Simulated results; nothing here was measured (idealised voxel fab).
The name of this process module is voxel self aligned contacts.
The figure presents cross-section cut, which has a width of 235 nm and is divided into square cells with an edge length of 5 nm.
A cross-section in this document is a grid of square cells, and it is written down as bands, the top band listed before the ones below it; a band is made up of one or more rows of cells. Heads up on the band format: heights come first, top then bottom, in nm. After that it's the materials left to right, each with its width in nm. A single material flagged "everywhere" fills the whole band edge to edge, and "empty" means there's empty space there. Heights are measured from 0, the level below which the as-received wafer is all one material; the lowest band has no bottom and continues downward, written as in "0 and below". When a width is written as two numbers, as in "30..40", the first number is the width in the top row of cells of the band and the second is the width in its bottom row, and the width changes by the same amount from each row to the next. No cell of the cross-section changed in a step that is given as "nothing was modified". In the "Closed void list" entry, you get each enclosed empty space of 8 cells or more, one with no open way to the top, written width x height at distance, distance from the left edge, in nm. Whatever follows a step's settings on its line is a remark the simulator itself makes about that step. The "overlay nm" setting may appear on a step's line; for a step that uses a mask, it gives how far to the right of its planned position the mask lay, and a negative value indicates the left.

[The process steps that were planned are listed below]
1. op RECEIVE | material Si
2. op CONFORMAL_DEP | material SiO2 | thk nm 5
3. op DIRECTIONAL_DEP | material polySi | thk nm 25
4. op DIRECTIONAL_DEP | material SiN | thk nm 20
5. op DIRECTIONAL_DEP | material aC | thk nm 10
6. op PATTERN | tone cover | mask id GATE | material resist | width nm 35 | pitch nm 60 | thk nm 30 | overlay nm 0
7. op DIRECTIONAL_ETCH | etch materials aC | depth nm 10
8. op STRIP | etch materials resist
9. op DIRECTIONAL_ETCH | etch materials SiN | depth nm 20
10. op DIRECTIONAL_ETCH | etch materials polySi | depth nm 25
11. op STRIP | etch materials aC
12. op CONFORMAL_DEP | material SiN | thk nm 5
13. op DIRECTIONAL_ETCH | etch materials SiN | depth nm 5
14. op FILL_DEP | material SiO2 | thk nm 15
15. op CMP | height nm 55
16. op DIRECTIONAL_DEP | material aC | thk nm 15
17. op PATTERN | tone open | mask id CONTACT | material resist | width nm 45 | pitch nm 60 | thk nm 35 | overlay nm 0
18. op DIRECTIONAL_ETCH | etch materials aC | depth nm 15
19. op STRIP | etch materials resist
20. op DIRECTIONAL_ETCH | etch materials SiO2 | depth nm 55
21. op STRIP | etch materials aC
22. op CONFORMAL_DEP | material TiN | thk nm 5
23. op FILL_DEP | material W | thk nm 10
24. op CMP | height nm 55
25. op CONFORMAL_DEP | material SiN | thk nm 5

[The first of the two wafers, which ran as planned]

[Incoming wafer, cross-sectional view, post step 1]
    0 and below  Si everywhere
    Closed void list: none

[Wafer xsec, post step 2]
    5 down to 0  SiO2 everywhere
    Below 0, no change.

[Wafer xsec, post step 3]
    30 down to 5  polySi everywhere
    Below 5, no change.

[Wafer xsec, post step 4]
    50 down to 30  SiN everywhere
    Below 30, no change.

[Wafer xsec, post step 5]
    60 down to 50  aC everywhere
    Below 50, no change.

[Wafer xsec, post step 6]
    90 down to 60  empty=40, resist=35, empty=25, resist=35, empty=25, resist=35, empty=40
    Below 60, no change.

[Wafer xsec, post step 7]
    80 down to 60  empty=40, resist=35, empty=25, resist=35, empty=25, resist=35, empty=40
    60 down to 50  empty=40, aC=35, empty=25, aC=35, empty=25, aC=35, empty=40
    Below 50, no change.

[Wafer xsec, post step 8]
    60 down to 50  empty=40, aC=35, empty=25, aC=35, empty=25, aC=35, empty=40
    Below 50, no change.

[Wafer xsec, post step 9]
    60 down to 50  empty=40, aC=35, empty=25, aC=35, empty=25, aC=35, empty=40
    50 down to 30  empty=40, SiN=35, empty=25, SiN=35, empty=25, SiN=35, empty=40
    Below 30, no change.

[Wafer xsec, post step 10]
    60 down to 50  empty=40, aC=35, empty=25, aC=35, empty=25, aC=35, empty=40
    50 down to 30  empty=40, SiN=35, empty=25, SiN=35, empty=25, SiN=35, empty=40
    30 down to 5  empty=40, polySi=35, empty=25, polySi=35, empty=25, polySi=35, empty=40
    Below 5, no change.

[Wafer xsec, post step 11]
    50 down to 30  empty=40, SiN=35, empty=25, SiN=35, empty=25, SiN=35, empty=40
    Below 30, no change.

[Wafer xsec, post step 12]
    55 down to 30  empty=35, SiN=45, empty=15, SiN=45, empty=15, SiN=45, empty=35
    30 down to 10  empty=35, SiN=5, polySi=35, SiN=5, empty=15, SiN=5, polySi=35, SiN=5, empty=15, SiN=5, polySi=35, SiN=5, empty=35
    10 down to 5  SiN=40, polySi=35, SiN=25, polySi=35, SiN=25, polySi=35, SiN=40
    Below 5, no change.

[Wafer xsec, post step 13]
    50 down to 30  empty=35, SiN=45, empty=15, SiN=45, empty=15, SiN=45, empty=35
    30 down to 5  empty=35, SiN=5, polySi=35, SiN=5, empty=15, SiN=5, polySi=35, SiN=5, empty=15, SiN=5, polySi=35, SiN=5, empty=35
    Below 5, no change.

[Wafer xsec, post step 14]
    65 down to 50  SiO2 everywhere
    50 down to 30  SiO2=35, SiN=45, SiO2=15, SiN=45, SiO2=15, SiN=45, SiO2=35
    30 down to 5  SiO2=35, SiN=5, polySi=35, SiN=5, SiO2=15, SiN=5, polySi=35, SiN=5, SiO2=15, SiN=5, polySi=35, SiN=5, SiO2=35
    Below 5, no change.

[Wafer xsec, post step 15]
    55 down to 50  SiO2 everywhere
    Below 50, no change.

[Wafer xsec, post step 16]
    70 down to 55  aC everywhere
    Below 55, no change.

[Wafer xsec, post step 17]
    105 down to 70  resist=65, empty=45, resist=15, empty=45, resist=65
    Below 70, no change.

[Wafer xsec, post step 18]
    90 down to 70  resist=65, empty=45, resist=15, empty=45, resist=65
    70 down to 55  aC=65, empty=45, aC=15, empty=45, aC=65
    Below 55, no change.

[Wafer xsec, post step 19]
    70 down to 55  aC=65, empty=45, aC=15, empty=45, aC=65
    Below 55, no change.

[Wafer xsec, post step 20]
    70 down to 55  aC=65, empty=45, aC=15, empty=45, aC=65
    55 down to 50  SiO2=65, empty=45, SiO2=15, empty=45, SiO2=65
    50 down to 30  SiO2=35, SiN=45, empty=15, SiN=45, empty=15, SiN=45, SiO2=35
    30 down to 5  SiO2=35, SiN=5, polySi=35, SiN=5, empty=15, SiN=5, polySi=35, SiN=5, empty=15, SiN=5, polySi=35, SiN=5, SiO2=35
    5 down to 0  SiO2=80, empty=15, SiO2=45, empty=15, SiO2=80
    Below 0, no change.

[Wafer xsec, post step 21]
    55 down to 50  SiO2=65, empty=45, SiO2=15, empty=45, SiO2=65
    Below 50, no change.

[Wafer xsec, post step 22]
    60 down to 55  TiN=70, empty=35, TiN=25, empty=35, TiN=70
    55 down to 50  SiO2=65, TiN=20, empty=5, TiN=20, SiO2=15, TiN=20, empty=5, TiN=20, SiO2=65
    50 down to 30  SiO2=35, SiN=45, TiN=5, empty=5, TiN=5, SiN=45, TiN=5, empty=5, TiN=5, SiN=45, SiO2=35
    30 down to 5  SiO2=35, SiN=5, polySi=35, SiN=5, TiN=5, empty=5, TiN=5, SiN=5, polySi=35, SiN=5, TiN=5, empty=5, TiN=5, SiN=5, polySi=35, SiN=5, SiO2=35
    5 down to 0  SiO2=80, TiN=15, SiO2=45, TiN=15, SiO2=80
    Below 0, no change.

[Wafer xsec, post step 23]
    70 down to 60  W everywhere
    60 down to 55  TiN=70, W=35, TiN=25, W=35, TiN=70
    55 down to 50  SiO2=65, TiN=20, W=5, TiN=20, SiO2=15, TiN=20, W=5, TiN=20, SiO2=65
    50 down to 30  SiO2=35, SiN=45, TiN=5, W=5, TiN=5, SiN=45, TiN=5, W=5, TiN=5, SiN=45, SiO2=35
    30 down to 5  SiO2=35, SiN=5, polySi=35, SiN=5, TiN=5, W=5, TiN=5, SiN=5, polySi=35, SiN=5, TiN=5, W=5, TiN=5, SiN=5, polySi=35, SiN=5, SiO2=35
    Below 5, no change.

[Wafer xsec, post step 24]
    55 down to 50  SiO2=65, TiN=20, W=5, TiN=20, SiO2=15, TiN=20, W=5, TiN=20, SiO2=65
    Below 50, no change.

[Wafer xsec, post step 25]
    60 down to 55  SiN everywhere
    Below 55, no change.

[Wafer two. Same start, same plan, one slip in execution. Same as wafer one through step 2, inclusive]

[Second wafer, cut view, end of step 3 per plan]
    55 down to 5  polySi everywhere
    Below 5, no change.

[Second wafer, cut view, end of step 4 per plan]
    75 down to 55  SiN everywhere
    Below 55, no change.

[Second wafer, cut view, end of step 5 per plan]
    85 down to 75  aC everywhere
    Below 75, no change.

[Second wafer, cut view, end of step 6 per plan]
    115 down to 85  empty=40, resist=35, empty=25, resist=35, empty=25, resist=35, empty=40
    Below 85, no change.

[Second wafer, cut view, end of step 7 per plan]
    105 down to 85  empty=40, resist=35, empty=25, resist=35, empty=25, resist=35, empty=40
    85 down to 75  empty=40, aC=35, empty=25, aC=35, empty=25, aC=35, empty=40
    Below 75, no change.

[Second wafer, cut view, end of step 8 per plan]
    85 down to 75  empty=40, aC=35, empty=25, aC=35, empty=25, aC=35, empty=40
    Below 75, no change.

[Second wafer, cut view, end of step 9 per plan]
    85 down to 75  empty=40, aC=35, empty=25, aC=35, empty=25, aC=35, empty=40
    75 down to 55  empty=40, SiN=35, empty=25, SiN=35, empty=25, SiN=35, empty=40
    Below 55, no change.

[Second wafer, cut view, end of step 10 per plan]
    85 down to 75  empty=40, aC=35, empty=25, aC=35, empty=25, aC=35, empty=40
    75 down to 55  empty=40, SiN=35, empty=25, SiN=35, empty=25, SiN=35, empty=40
    55 down to 30  empty=40, polySi=35, empty=25, polySi=35, empty=25, polySi=35, empty=40
    Below 30, no change.

[Second wafer, cut view, end of step 11 per plan]
    75 down to 55  empty=40, SiN=35, empty=25, SiN=35, empty=25, SiN=35, empty=40
    Below 55, no change.

[Second wafer, cut view, end of step 12 per plan]
    80 down to 55  empty=35, SiN=45, empty=15, SiN=45, empty=15, SiN=45, empty=35
    55 down to 35  empty=35, SiN=5, polySi=35, SiN=5, empty=15, SiN=5, polySi=35, SiN=5, empty=15, SiN=5, polySi=35, SiN=5, empty=35
    35 down to 30  SiN=40, polySi=35, SiN=25, polySi=35, SiN=25, polySi=35, SiN=40
    Below 30, no change.

[Second wafer, cut view, end of step 13 per plan]
    75 down to 55  empty=35, SiN=45, empty=15, SiN=45, empty=15, SiN=45, empty=35
    55 down to 30  empty=35, SiN=5, polySi=35, SiN=5, empty=15, SiN=5, polySi=35, SiN=5, empty=15, SiN=5, polySi=35, SiN=5, empty=35
    Below 30, no change.

[Second wafer, cut view, end of step 14 per plan]
    90 down to 75  SiO2 everywhere
    75 down to 55  SiO2=35, SiN=45, SiO2=15, SiN=45, SiO2=15, SiN=45, SiO2=35
    55 down to 30  SiO2=35, SiN=5, polySi=35, SiN=5, SiO2=15, SiN=5, polySi=35, SiN=5, SiO2=15, SiN=5, polySi=35, SiN=5, SiO2=35
    Below 30, no change.

[Second wafer, cut view, end of step 15 per plan]
    55 down to 30  SiO2=35, SiN=5, polySi=35, SiN=5, SiO2=15, SiN=5, polySi=35, SiN=5, SiO2=15, SiN=5, polySi=35, SiN=5, SiO2=35
    Below 30, no change.

[Second wafer, cut view, end of step 16 per plan]
    70 down to 55  aC everywhere
    Below 55, no change.

[Second wafer, cut view, end of step 17 per plan]
    105 down to 70  resist=65, empty=45, resist=15, empty=45, resist=65
    Below 70, no change.

[Second wafer, cut view, end of step 18 per plan]
    90 down to 70  resist=65, empty=45, resist=15, empty=45, resist=65
    70 down to 55  aC=65, empty=45, aC=15, empty=45, aC=65
    Below 55, no change.

[Second wafer, cut view, end of step 19 per plan]
    70 down to 55  aC=65, empty=45, aC=15, empty=45, aC=65
    Below 55, no change.

[Second wafer, cut view, end of step 20 per plan]
    70 down to 55  aC=65, empty=45, aC=15, empty=45, aC=65
    55 down to 30  SiO2=35, SiN=5, polySi=35, SiN=5, empty=15, SiN=5, polySi=35, SiN=5, empty=15, SiN=5, polySi=35, SiN=5, SiO2=35
    Below 30, no change.

[Second wafer, cut view, end of step 21 per plan]
    55 down to 30  SiO2=35, SiN=5, polySi=35, SiN=5, empty=15, SiN=5, polySi=35, SiN=5, empty=15, SiN=5, polySi=35, SiN=5, SiO2=35
    Below 30, no change.

[Second wafer, cut view, end of step 22 per plan]
    60 down to 55  TiN=85, empty=5, TiN=55, empty=5, TiN=85
    55 down to 35  SiO2=35, SiN=5, polySi=35, SiN=5, TiN=5, empty=5, TiN=5, SiN=5, polySi=35, SiN=5, TiN=5, empty=5, TiN=5, SiN=5, polySi=35, SiN=5, SiO2=35
    35 down to 30  SiO2=35, SiN=5, polySi=35, SiN=5, TiN=15, SiN=5, polySi=35, SiN=5, TiN=15, SiN=5, polySi=35, SiN=5, SiO2=35
    Below 30, no change.

[Second wafer, cut view, end of step 23 per plan]
    70 down to 60  W everywhere
    60 down to 55  TiN=85, W=5, TiN=55, W=5, TiN=85
    55 down to 35  SiO2=35, SiN=5, polySi=35, SiN=5, TiN=5, W=5, TiN=5, SiN=5, polySi=35, SiN=5, TiN=5, W=5, TiN=5, SiN=5, polySi=35, SiN=5, SiO2=35
    Below 35, no change.

[Second wafer, cut view, end of step 24 per plan]
    55 down to 35  SiO2=35, SiN=5, polySi=35, SiN=5, TiN=5, W=5, TiN=5, SiN=5, polySi=35, SiN=5, TiN=5, W=5, TiN=5, SiN=5, polySi=35, SiN=5, SiO2=35
    Below 35, no change.

[Second wafer, cut view, end of step 25 per plan]
    60 down to 55  SiN everywhere
    Below 55, no change.
The mistake made against the process plan was this: twice over, step 3 of the plan was run
End check, counted in cells, second wafer has more or fewer of these materials than the first: -108 SiN | -79 SiO2 | -36 TiN | -12 W | +235 polySi
